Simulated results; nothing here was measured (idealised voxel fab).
process module | voxel released beams
cross-section cut | 285 nm wide | cells 5 nm
A cross-section is a grid of square cells, given in bands from the top down. A band is one or more rows of cells.
Each band's line starts with the height of the band's top and of its bottom, in nm. Then come its materials from left to right, each with its width in nm. One material with "throughout" fills the band from edge to edge. "air" is empty space.
Height 0 is the level under which the wafer as received is all one material. The lowest band goes on downwards, as in "0 down".
A width such as "30 to 40" changes by the same amount from each row of cells to the next, from the band's top row to its bottom row.
"no change" after a step means that no cell of the cross-section changed.
closed voids: empty space of 8 cells or more with no open way to the top, each as width x height at its distance from the left edge, in nm
after a step's settings: what the simulator itself notes on the step
overlay nm, on a step with a mask: how far to the right of its planned place the mask lay; to the left if negative
plan
1 op RECEIVE | material Si
2 op CONFORMAL_DEP | material Al2O3 | thk nm 5
3 op DIRECTIONAL_DEP | material SiO2 | thk nm 20
4 op PATTERN | tone open | mask id ANCHOR | material resist | width nm 35 | thk nm 20 | overlay nm 0
5 op DIRECTIONAL_ETCH | etch materials SiO2 | depth nm 20
6 op STRIP | etch materials resist
7 op CONFORMAL_DEP | material SiN | thk nm 15
8 op MASKED_ETCH | tone cover | mask id BEAM | width nm 85 | etch materials SiN | depth nm 15 | overlay nm 0
9 op STRIP | etch materials SiO2
first wafer, as planned
as received, after step 1
  0 down: Si throughout
  closed voids: none
after step 2
  5 to 0: Al2O3 throughout
  below 0: unchanged
after step 3
  25 to 5: SiO2 throughout
  below 5: unchanged
after step 4
  45 to 25: resist 100 | air 35 | resist 150
  below 25: unchanged
after step 5
  45 to 25: resist 100 | air 35 | resist 150
  25 to 5: SiO2 100 | air 35 | SiO2 150
  below 5: unchanged
after step 6
  25 to 5: SiO2 100 | air 35 | SiO2 150
  below 5: unchanged
after step 7
  40 to 25: SiN 115 | air 5 | SiN 165
  25 to 20: SiO2 100 | SiN 15 | air 5 | SiN 15 | SiO2 150
  20 to 5: SiO2 100 | SiN 35 | SiO2 150
  below 5: unchanged
after step 8
  40 to 25: air 95 | SiN 20 | air 5 | SiN 60 | air 105
  below 25: unchanged
after step 9
  40 to 25: air 95 | SiN 20 | air 5 | SiN 60 | air 105
  25 to 20: air 100 | SiN 15 | air 5 | SiN 15 | air 150
  20 to 5: air 100 | SiN 35 | air 150
  below 5: unchanged
second wafer: like start, like plan, one mistake. Through step 5 it matches the first wafer
when step 6 should have ended
  0 down: Si throughout
when step 7 should have ended
  15 to 0: SiN throughout
  below 0: unchanged
when step 8 should have ended
  15 to 0: air 95 | SiN 85 | air 105
  below 0: unchanged
when step 9 should have ended: no change
what went wrong: step 6 ran as: op STRIP | etch materials Al2O3
at the end the second wafer has, in cells: 57 fewer of Al2O3 | 24 fewer of SiN
